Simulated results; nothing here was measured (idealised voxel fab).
process module | voxel transistor to metal
cross-section cut | 210 nm wide | cells 5 nm
A cross-section is a grid of square cells, given in bands from the top down. A band is one or more rows of cells.
Each band's line starts with the height of the band's top and of its bottom, in nm. Then come its materials from left to right, each with its width in nm. One material with "throughout" fills the band from edge to edge. "air" is empty space.
Height 0 is the level under which the wafer as received is all one material. The lowest band goes on downwards, as in "0 down".
A width such as "30 to 40" changes by the same amount from each row of cells to the next, from the band's top row to its bottom row.
"no change" after a step means that no cell of the cross-section changed.
closed voids: empty space of 8 cells or more with no open way to the top, each as width x height at its distance from the left edge, in nm
after a step's settings: what the simulator itself notes on the step
overlay nm, on a step with a mask: how far to the right of its planned place the mask lay; to the left if negative
plan
1 op RECEIVE | material Si
2 op CONFORMAL_DEP | material SiO2 | thk nm 5
3 op CONFORMAL_DEP | material SiN | thk nm 15
4 op MASKED_ETCH | tone cover | mask id ACTIVE | width nm 120 | etch materials SiN | depth nm 15 | overlay nm 0
5 op MASKED_ETCH | tone cover | mask id ACTIVE | width nm 120 | etch materials SiO2 | depth nm 5 | overlay nm 0
6 op MASKED_ETCH | tone cover | mask id ACTIVE | width nm 120 | etch materials Si | depth nm 35 | overlay nm 0
7 op FILL_DEP | material SiO2 | thk nm 10
8 op CMP | height nm 20
9 op SELECTIVE_ETCH | etch materials SiO2 | depth nm 5
10 op STRIP | etch materials SiN
11 op SELECTIVE_ETCH | etch materials SiO2 | depth nm 5
12 op OXIDIZE | depth nm 5
13 op DIRECTIONAL_DEP | material polySi | thk nm 25
14 op DIRECTIONAL_DEP | material SiCN | thk nm 15
15 op MASKED_ETCH | tone cover | mask id GATE | width nm 30 | etch materials SiCN | depth nm 25 | overlay nm 0
16 op MASKED_ETCH | tone cover | mask id GATE | width nm 30 | etch materials polySi | depth nm 35 | overlay nm 0
17 op CONFORMAL_DEP | material SiN | thk nm 10
18 op DIRECTIONAL_ETCH | etch materials SiN | depth nm 10
19 op DIRECTIONAL_ETCH | etch materials SiO2 | depth nm 5
20 op EPI | material SiGe | thk nm 5
21 op FILL_DEP | material SiO2 | thk nm 10
22 op CMP | height nm 25
23 op STRIP | etch materials polySi
24 op SELECTIVE_ETCH | etch materials SiO2 | depth nm 5
25 op CONFORMAL_DEP | material HfO2 | thk nm 5
26 op CONFORMAL_DEP | material TiN | thk nm 5
27 op FILL_DEP | material W | thk nm 10
28 op CMP | height nm 20
29 op DIRECTIONAL_DEP | material SiO2 | thk nm 15
30 op PATTERN | tone open | mask id CONTACT | material resist | width nm 15 | pitch nm 85 | thk nm 15 | overlay nm 0
31 op DIRECTIONAL_ETCH | etch materials SiO2 | depth nm 35
32 op STRIP | etch materials resist
33 op CONFORMAL_DEP | material TiN | thk nm 5
34 op FILL_DEP | material W | thk nm 5
35 op CMP | height nm 35
36 op CONFORMAL_DEP | material SiCN | thk nm 5
37 op DIRECTIONAL_DEP | material SiO2 | thk nm 15
38 op MASKED_ETCH | tone open | mask id METAL_1 | width nm 15 | pitch nm 85 | etch materials SiO2 | depth nm 15 | overlay nm 0
39 op MASKED_ETCH | tone open | mask id METAL_1 | width nm 15 | pitch nm 85 | etch materials SiCN | depth nm 5 | overlay nm 0
40 op CONFORMAL_DEP | material TiN | thk nm 5
41 op FILL_DEP | material Cu | thk nm 10
42 op CMP | height nm 55
43 op CONFORMAL_DEP | material SiCN | thk nm 5
44 op DIRECTIONAL_DEP | material SiO2 | thk nm 30
45 op DIRECTIONAL_DEP | material aC | thk nm 15
46 op PATTERN | tone open | mask id METAL_2 | material resist | width nm 15 | pitch nm 85 | thk nm 35 | overlay nm 0
47 op DIRECTIONAL_ETCH | etch materials aC | depth nm 15
48 op STRIP | etch materials resist
49 op DIRECTIONAL_ETCH | etch materials SiO2 | depth nm 15
50 op STRIP | etch materials aC
51 op PATTERN | tone open | mask id METAL_2_HOLES | material resist | width nm 15 | pitch nm 85 | thk nm 20 | overlay nm 0
52 op DIRECTIONAL_ETCH | etch materials SiO2 | depth nm 15
53 op DIRECTIONAL_ETCH | etch materials SiCN | depth nm 5
54 op STRIP | etch materials resist
55 op CONFORMAL_DEP | material TiN | thk nm 5
56 op FILL_DEP | material Cu | thk nm 10
57 op CMP | height nm 90
58 op CONFORMAL_DEP | material SiN | thk nm 5
as received, after step 1
  0 down: Si throughout
  closed voids: none
first wafer at the end, as planned
  95 to 90: SiN throughout
  90 to 60: SiO2 55 | TiN 5 | Cu 5 | TiN 5 | SiO2 70 | TiN 5 | Cu 5 | TiN 5 | SiO2 55
  60 to 55: SiCN 55 | TiN 15 | SiCN 70 | TiN 15 | SiCN 55
  55 to 40: SiO2 55 | TiN 5 | Cu 5 | TiN 5 | SiO2 70 | TiN 5 | Cu 5 | TiN 5 | SiO2 55
  40 to 35: SiCN 55 | TiN 15 | SiCN 70 | TiN 15 | SiCN 55
  35 to 20: SiO2 55 | TiN 5 | W 5 | TiN 5 | SiO2 70 | TiN 5 | W 5 | TiN 5 | SiO2 55
  20 to 10: SiO2 55 | TiN 5 | W 5 | TiN 5 | SiO2 10 | SiN 10 | HfO2 5 | TiN 5 | W 10 | TiN 5 | HfO2 5 | SiN 10 | SiO2 10 | TiN 5 | W 5 | TiN 5 | SiO2 55
  10 to 5: SiO2 40 | SiN 10 | SiO2 5 | TiN 5 | W 5 | TiN 5 | SiO2 10 | SiN 10 | HfO2 5 | TiN 5 | W 10 | TiN 5 | HfO2 5 | SiN 10 | SiO2 10 | TiN 5 | W 5 | TiN 5 | SiO2 5 | SiN 10 | SiO2 40
  5 to 0: SiO2 40 | SiN 10 | SiO2 5 | TiN 15 | SiO2 10 | SiN 10 | HfO2 5 | TiN 20 | HfO2 5 | SiN 10 | SiO2 10 | TiN 15 | SiO2 5 | SiN 10 | SiO2 40
  0 to -5: SiO2 50 | SiGe 30 | SiO2 5 | HfO2 40 | SiO2 5 | SiGe 30 | SiO2 50
  -5 to -35: SiO2 45 | Si 120 | SiO2 45
  -35 down: Si throughout
  closed voids: none
second wafer at the end: like start, like plan, one mistake
  95 to 90: SiN throughout
  90 to 60: SiO2 55 | TiN 5 | Cu 5 | TiN 5 | SiO2 70 | TiN 5 | Cu 5 | TiN 5 | SiO2 55
  60 to 55: SiCN 55 | TiN 15 | SiCN 70 | TiN 15 | SiCN 55
  55 to 40: SiO2 55 | TiN 5 | Cu 5 | TiN 5 | SiO2 70 | TiN 5 | Cu 5 | TiN 5 | SiO2 55
  40 to 35: SiCN 55 | TiN 15 | SiCN 70 | TiN 15 | SiCN 55
  35 to 20: SiO2 55 | TiN 5 | W 5 | TiN 5 | SiO2 70 | TiN 5 | W 5 | TiN 5 | SiO2 55
  20 to 10: SiO2 55 | TiN 5 | W 5 | TiN 5 | SiO2 10 | SiN 10 | HfO2 5 | TiN 5 | W 10 | TiN 5 | HfO2 5 | SiN 10 | SiO2 10 | TiN 5 | W 5 | TiN 5 | SiO2 55
  10 to 5: SiO2 40 | SiN 10 | SiO2 5 | TiN 5 | W 5 | TiN 5 | SiO2 10 | SiN 10 | HfO2 5 | TiN 5 | W 10 | TiN 5 | HfO2 5 | SiN 10 | SiO2 10 | TiN 5 | W 5 | TiN 5 | SiO2 5 | SiN 10 | SiO2 40
  5 to 0: SiO2 40 | SiN 10 | SiO2 5 | TiN 15 | SiO2 10 | SiN 10 | HfO2 5 | TiN 20 | HfO2 5 | SiN 10 | SiO2 10 | TiN 15 | SiO2 5 | SiN 10 | SiO2 40
  0 to -5: SiO2 50 | SiGe 30 | SiO2 5 | HfO2 40 | SiO2 5 | SiGe 30 | SiO2 50
  -5 to -70: SiO2 45 | Si 120 | SiO2 45
  -70 down: Si throughout
  closed voids: none
what went wrong: step 6 was run twice
at the end the second wafer has, in cells: 126 fewer of Si | 126 more of SiO2
